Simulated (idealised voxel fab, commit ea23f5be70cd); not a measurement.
process module | voxel transistor to metal
cross-section cut | 215 nm wide | cells 5 nm
A cross-section is a grid of square cells, given in bands from the top down. A band is one or more rows of cells.
Each band's line starts with the height of the band's top and of its bottom, in nm. Then come its materials from left to right, each with its width in nm. One material with "throughout" fills the band from edge to edge. "air" is empty space.
Height 0 is the level under which the wafer as received is all one material. The lowest band goes on downwards, as in "0 down".
A width such as "30 to 40" changes by the same amount from each row of cells to the next, from the band's top row to its bottom row.
"no change" after a step means that no cell of the cross-section changed.
closed voids: empty space of 8 cells or more with no open way to the top, each as width x height at its distance from the left edge, in nm
after a step's settings: what the simulator itself notes on the step
overlay nm, on a step with a mask: how far to the right of its planned place the mask lay; to the left if negative
Each pair below shows a cross-section before one step and the cross-section after it, down to the lowest band that changed. The line under each pair gives the step between them, with its settings. The pairs can come from different runs of this module on the same starting wafer, so a pair continues from the pair above only where its "before" says so.
before
  65 to 45: air 55 | Ru 25 | air 55 | Ru 25 | air 55
  45 to 40: air 55 | TiN 25 | air 55 | TiN 25 | air 55
  40 to 25: SiO2 55 | TiN 5 | W 10 | TiN 5 | SiO2 60 | TiN 5 | W 10 | TiN 5 | SiO2 60
  25 to 5: SiO2 55 | TiN 5 | W 10 | TiN 5 | SiO2 5 | SiN 5 | HfO2 5 | TiN 5 | W 20 | TiN 5 | HfO2 5 | SiN 5 | SiO2 5 | TiN 5 | W 10 | TiN 5 | SiO2 60
  5 to 0: SiO2 55 | TiN 5 | W 10 | TiN 5 | SiO2 5 | SiN 5 | HfO2 5 | TiN 30 | HfO2 5 | SiN 5 | SiO2 5 | TiN 5 | W 10 | TiN 5 | SiO2 60
  0 to -5: SiO2 55 | TiN 20 | pSi 5 | SiO2 5 | HfO2 40 | SiO2 5 | pSi 5 | TiN 20 | SiO2 60
  -5 to -10: SiO2 55 | pSi 25 | Si 50 | pSi 25 | SiO2 60
  -10 to -30: SiO2 55 | Si 100 | SiO2 60
  -30 down: Si throughout
  closed voids: none
after
  70 to 65: air 50 | SiCN 35 | air 45 | SiCN 35 | air 50
  65 to 45: air 50 | SiCN 5 | Ru 25 | SiCN 5 | air 45 | SiCN 5 | Ru 25 | SiCN 5 | air 50
  45 to 40: SiCN 55 | TiN 25 | SiCN 55 | TiN 25 | SiCN 55
  below 40: unchanged
  closed voids: none
the step between: op CONFORMAL_DEP | material SiCN | thk nm 5
before: the cross-section after the pair above
after
  80 to 70: SiO2 throughout
  70 to 65: SiO2 50 | SiCN 35 | SiO2 45 | SiCN 35 | SiO2 50
  65 to 45: SiO2 50 | SiCN 5 | Ru 25 | SiCN 5 | SiO2 45 | SiCN 5 | Ru 25 | SiCN 5 | SiO2 50
  below 45: unchanged
  closed voids: none
the step between: op FILL_DEP | material SiO2 | thk nm 10
before: the cross-section after the pair above
after
  65 to 45: SiO2 50 | SiCN 5 | Ru 25 | SiCN 5 | SiO2 45 | SiCN 5 | Ru 25 | SiCN 5 | SiO2 50
  below 45: unchanged
  closed voids: none
the step between: op CMP | height nm 65
before: the cross-section after the pair above
after
  70 to 65: SiCN throughout
  below 65: unchanged
  closed voids: none
the step between: op CONFORMAL_DEP | material SiCN | thk nm 5
before
  75 to 65: aC throughout
  65 to 45: Ru throughout
  45 to 40: TiN throughout
  40 to 25: SiO2 55 | TiN 5 | W 10 | TiN 5 | SiO2 60 | TiN 5 | W 10 | TiN 5 | SiO2 60
  25 to 5: SiO2 55 | TiN 5 | W 10 | TiN 5 | SiO2 5 | SiN 5 | HfO2 5 | TiN 5 | W 20 | TiN 5 | HfO2 5 | SiN 5 | SiO2 5 | TiN 5 | W 10 | TiN 5 | SiO2 60
  5 to 0: SiO2 55 | TiN 5 | W 10 | TiN 5 | SiO2 5 | SiN 5 | HfO2 5 | TiN 30 | HfO2 5 | SiN 5 | SiO2 5 | TiN 5 | W 10 | TiN 5 | SiO2 60
  0 to -5: SiO2 55 | TiN 20 | pSi 5 | SiO2 5 | HfO2 40 | SiO2 5 | pSi 5 | TiN 20 | SiO2 60
  -5 to -10: SiO2 55 | pSi 25 | Si 50 | pSi 25 | SiO2 60
  -10 to -30: SiO2 55 | Si 100 | SiO2 60
  -30 down: Si throughout
  closed voids: none
after
  100 to 75: air 50 | resist 20 | air 60 | resist 20 | air 65
  below 75: unchanged
  closed voids: none
the step between: op PATTERN | tone cover | mask id METAL_1 | material resist | width nm 20 | pitch nm 80 | thk nm 25 | overlay nm -5
before: the cross-section after the pair above
after
  90 to 75: air 50 | resist 20 | air 60 | resist 20 | air 65
  75 to 65: air 50 | aC 20 | air 60 | aC 20 | air 65
  below 65: unchanged
  closed voids: none
the step between: op DIRECTIONAL_ETCH | etch materials aC | depth nm 10
before: the cross-section after the pair above
after
  75 to 65: air 50 | aC 20 | air 60 | aC 20 | air 65
  below 65: unchanged
  closed voids: none
the step between: op STRIP | etch materials resist
before: the cross-section after the pair above
after
  75 to 65: air 50 | aC 20 | air 60 | aC 20 | air 65
  65 to 45: air 50 | Ru 20 | air 60 | Ru 20 | air 65
  below 45: unchanged
  closed voids: none
the step between: op DIRECTIONAL_ETCH | etch materials Ru | depth nm 20
before: the cross-section after the pair above
after
  75 to 65: air 50 | aC 20 | air 60 | aC 20 | air 65
  65 to 45: air 50 | Ru 20 | air 60 | Ru 20 | air 65
  45 to 40: air 50 | TiN 20 | air 60 | TiN 20 | air 65
  below 40: unchanged
  closed voids: none
the step between: op DIRECTIONAL_ETCH | etch materials TiN | depth nm 5
before: the cross-section after the pair above
after
  65 to 45: air 50 | Ru 20 | air 60 | Ru 20 | air 65
  below 45: unchanged
  closed voids: none
the step between: op STRIP | etch materials aC
before: the cross-section after the pair above
after
  70 to 65: air 45 | SiCN 30 | air 50 | SiCN 30 | air 60
  65 to 45: air 45 | SiCN 5 | Ru 20 | SiCN 5 | air 50 | SiCN 5 | Ru 20 | SiCN 5 | air 60
  45 to 40: SiCN 50 | TiN 20 | SiCN 60 | TiN 20 | SiCN 65
  below 40: unchanged
  closed voids: none
the step between: op CONFORMAL_DEP | material SiCN | thk nm 5
before: the cross-section after the pair above
after
  80 to 70: SiO2 throughout
  70 to 65: SiO2 45 | SiCN 30 | SiO2 50 | SiCN 30 | SiO2 60
  65 to 45: SiO2 45 | SiCN 5 | Ru 20 | SiCN 5 | SiO2 50 | SiCN 5 | Ru 20 | SiCN 5 | SiO2 60
  below 45: unchanged
  closed voids: none
the step between: op FILL_DEP | material SiO2 | thk nm 10
before: the cross-section after the pair above
after
  65 to 45: SiO2 45 | SiCN 5 | Ru 20 | SiCN 5 | SiO2 50 | SiCN 5 | Ru 20 | SiCN 5 | SiO2 60
  below 45: unchanged
  closed voids: none
the step between: op CMP | height nm 65
before: the cross-section after the pair above
after
  70 to 65: SiCN throughout
  below 65: unchanged
  closed voids: none
the step between: op CONFORMAL_DEP | material SiCN | thk nm 5
before
  40 to 25: SiO2 55 | TiN 5 | W 10 | TiN 5 | SiO2 60 | TiN 5 | W 10 | TiN 5 | SiO2 60
  25 to 5: SiO2 55 | TiN 5 | W 10 | TiN 5 | SiO2 5 | SiN 5 | HfO2 5 | TiN 5 | W 20 | TiN 5 | HfO2 5 | SiN 5 | SiO2 5 | TiN 5 | W 10 | TiN 5 | SiO2 60
  5 to 0: SiO2 55 | TiN 5 | W 10 | TiN 5 | SiO2 5 | SiN 5 | HfO2 5 | TiN 30 | HfO2 5 | SiN 5 | SiO2 5 | TiN 5 | W 10 | TiN 5 | SiO2 60
  0 to -5: SiO2 55 | TiN 20 | pSi 5 | SiO2 5 | HfO2 40 | SiO2 5 | pSi 5 | TiN 20 | SiO2 60
  -5 to -10: SiO2 55 | pSi 25 | Si 50 | pSi 25 | SiO2 60
  -10 to -30: SiO2 55 | Si 100 | SiO2 60
  -30 down: Si throughout
  closed voids: none
after
  45 to 40: HfO2 throughout
  below 40: unchanged
  closed voids: none
the step between: op DIRECTIONAL_DEP | material HfO2 | thk nm 5
before: the cross-section after the pair above
after
  65 to 45: Ru throughout
  below 45: unchanged
  closed voids: none
the step between: op DIRECTIONAL_DEP | material Ru | thk nm 20
before: the cross-section after the pair above
after
  75 to 65: aC throughout
  below 65: unchanged
  closed voids: none
the step between: op DIRECTIONAL_DEP | material aC | thk nm 10
before: the cross-section after the pair above
after
  100 to 75: air 55 | resist 20 | air 60 | resist 20 | air 60
  below 75: unchanged
  closed voids: none
the step between: op PATTERN | tone cover | mask id METAL_1 | material resist | width nm 20 | pitch nm 80 | thk nm 25 | overlay nm 0
before: the cross-section after the pair above
after
  90 to 75: air 55 | resist 20 | air 60 | resist 20 | air 60
  75 to 65: air 55 | aC 20 | air 60 | aC 20 | air 60
  below 65: unchanged
  closed voids: none
the step between: op DIRECTIONAL_ETCH | etch materials aC | depth nm 10
before: the cross-section after the pair above
after
  75 to 65: air 55 | aC 20 | air 60 | aC 20 | air 60
  below 65: unchanged
  closed voids: none
the step between: op STRIP | etch materials resist
before: the cross-section after the pair above
after
  75 to 65: air 55 | aC 20 | air 60 | aC 20 | air 60
  65 to 45: air 55 | Ru 20 | air 60 | Ru 20 | air 60
  below 45: unchanged
  closed voids: none
the step between: op DIRECTIONAL_ETCH | etch materials Ru | depth nm 20
before: the cross-section after the pair above
after
  65 to 45: air 55 | Ru 20 | air 60 | Ru 20 | air 60
  below 45: unchanged
  closed voids: none
the step between: op STRIP | etch materials aC
before: the cross-section after the pair above
after
  70 to 65: air 50 | SiCN 30 | air 50 | SiCN 30 | air 55
  65 to 50: air 50 | SiCN 5 | Ru 20 | SiCN 5 | air 50 | SiCN 5 | Ru 20 | SiCN 5 | air 55
  50 to 45: SiCN 55 | Ru 20 | SiCN 60 | Ru 20 | SiCN 60
  below 45: unchanged
  closed voids: none
the step between: op CONFORMAL_DEP | material SiCN | thk nm 5
before: the cross-section after the pair above
after
  80 to 70: SiO2 throughout
  70 to 65: SiO2 50 | SiCN 30 | SiO2 50 | SiCN 30 | SiO2 55
  65 to 50: SiO2 50 | SiCN 5 | Ru 20 | SiCN 5 | SiO2 50 | SiCN 5 | Ru 20 | SiCN 5 | SiO2 55
  below 50: unchanged
  closed voids: none
the step between: op FILL_DEP | material SiO2 | thk nm 10
before: the cross-section after the pair above
after
  65 to 50: SiO2 50 | SiCN 5 | Ru 20 | SiCN 5 | SiO2 50 | SiCN 5 | Ru 20 | SiCN 5 | SiO2 55
  below 50: unchanged
  closed voids: none
the step between: op CMP | height nm 65
before: the cross-section after the pair above
after
  70 to 65: SiCN throughout
  below 65: unchanged
  closed voids: none
the step between: op CONFORMAL_DEP | material SiCN | thk nm 5
before
  75 to 65: aC throughout
  65 to 45: Ru throughout
  45 to 40: TiN throughout
  40 to 25: SiO2 55 | TiN 5 | W 10 | TiN 5 | SiO2 60 | TiN 5 | W 10 | TiN 5 | SiO2 60
  25 to 5: SiO2 55 | TiN 5 | W 10 | TiN 5 | SiO2 5 | SiN 5 | HfO2 5 | TiN 5 | W 20 | TiN 5 | HfO2 5 | SiN 5 | SiO2 5 | TiN 5 | W 10 | TiN 5 | SiO2 60
  5 to 0: SiO2 55 | TiN 5 | W 10 | TiN 5 | SiO2 5 | SiN 5 | HfO2 5 | TiN 30 | HfO2 5 | SiN 5 | SiO2 5 | TiN 5 | W 10 | TiN 5 | SiO2 60
  0 to -5: SiO2 55 | TiN 20 | pSi 5 | SiO2 5 | HfO2 40 | SiO2 5 | pSi 5 | TiN 20 | SiO2 60
  -5 to -10: SiO2 55 | pSi 25 | Si 50 | pSi 25 | SiO2 60
  -10 to -30: SiO2 55 | Si 100 | SiO2 60
  -30 down: Si throughout
  closed voids: none
after
  100 to 75: resist 55 | air 20 | resist 60 | air 20 | resist 60
  below 75: unchanged
  closed voids: none
the step between: op PATTERN | tone open | mask id METAL_1 | material resist | width nm 20 | pitch nm 80 | thk nm 25 | overlay nm 0
before: the cross-section after the pair above
after
  90 to 75: resist 55 | air 20 | resist 60 | air 20 | resist 60
  75 to 65: aC 55 | air 20 | aC 60 | air 20 | aC 60
  below 65: unchanged
  closed voids: none
the step between: op DIRECTIONAL_ETCH | etch materials aC | depth nm 10
before: the cross-section after the pair above
after
  75 to 65: aC 55 | air 20 | aC 60 | air 20 | aC 60
  below 65: unchanged
  closed voids: none
the step between: op STRIP | etch materials resist
before: the cross-section after the pair above
after
  75 to 65: aC 55 | air 20 | aC 60 | air 20 | aC 60
  65 to 45: Ru 55 | air 20 | Ru 60 | air 20 | Ru 60
  below 45: unchanged
  closed voids: none
the step between: op DIRECTIONAL_ETCH | etch materials Ru | depth nm 20
before: the cross-section after the pair above
after
  75 to 65: aC 55 | air 20 | aC 60 | air 20 | aC 60
  65 to 45: Ru 55 | air 20 | Ru 60 | air 20 | Ru 60
  45 to 40: TiN 55 | air 20 | TiN 60 | air 20 | TiN 60
  below 40: unchanged
  closed voids: none
the step between: op DIRECTIONAL_ETCH | etch materials TiN | depth nm 5
before: the cross-section after the pair above
after
  65 to 45: Ru 55 | air 20 | Ru 60 | air 20 | Ru 60
  below 45: unchanged
  closed voids: none
the step between: op STRIP | etch materials aC
before: the cross-section after the pair above
after
  70 to 65: SiCN 60 | air 10 | SiCN 70 | air 10 | SiCN 65
  65 to 45: Ru 55 | SiCN 5 | air 10 | SiCN 5 | Ru 60 | SiCN 5 | air 10 | SiCN 5 | Ru 60
  45 to 40: TiN 55 | SiCN 20 | TiN 60 | SiCN 20 | TiN 60
  below 40: unchanged
  closed voids: none
the step between: op CONFORMAL_DEP | material SiCN | thk nm 5
before: the cross-section after the pair above
after
  80 to 70: SiO2 throughout
  70 to 65: SiCN 60 | SiO2 10 | SiCN 70 | SiO2 10 | SiCN 65
  65 to 45: Ru 55 | SiCN 5 | SiO2 10 | SiCN 5 | Ru 60 | SiCN 5 | SiO2 10 | SiCN 5 | Ru 60
  below 45: unchanged
  closed voids: none
the step between: op FILL_DEP | material SiO2 | thk nm 10
before: the cross-section after the pair above
after
  65 to 45: Ru 55 | SiCN 5 | SiO2 10 | SiCN 5 | Ru 60 | SiCN 5 | SiO2 10 | SiCN 5 | Ru 60
  below 45: unchanged
  closed voids: none
the step between: op CMP | height nm 65
before: the cross-section after the pair above
after
  70 to 65: SiCN throughout
  below 65: unchanged
  closed voids: none
the step between: op CONFORMAL_DEP | material SiCN | thk nm 5
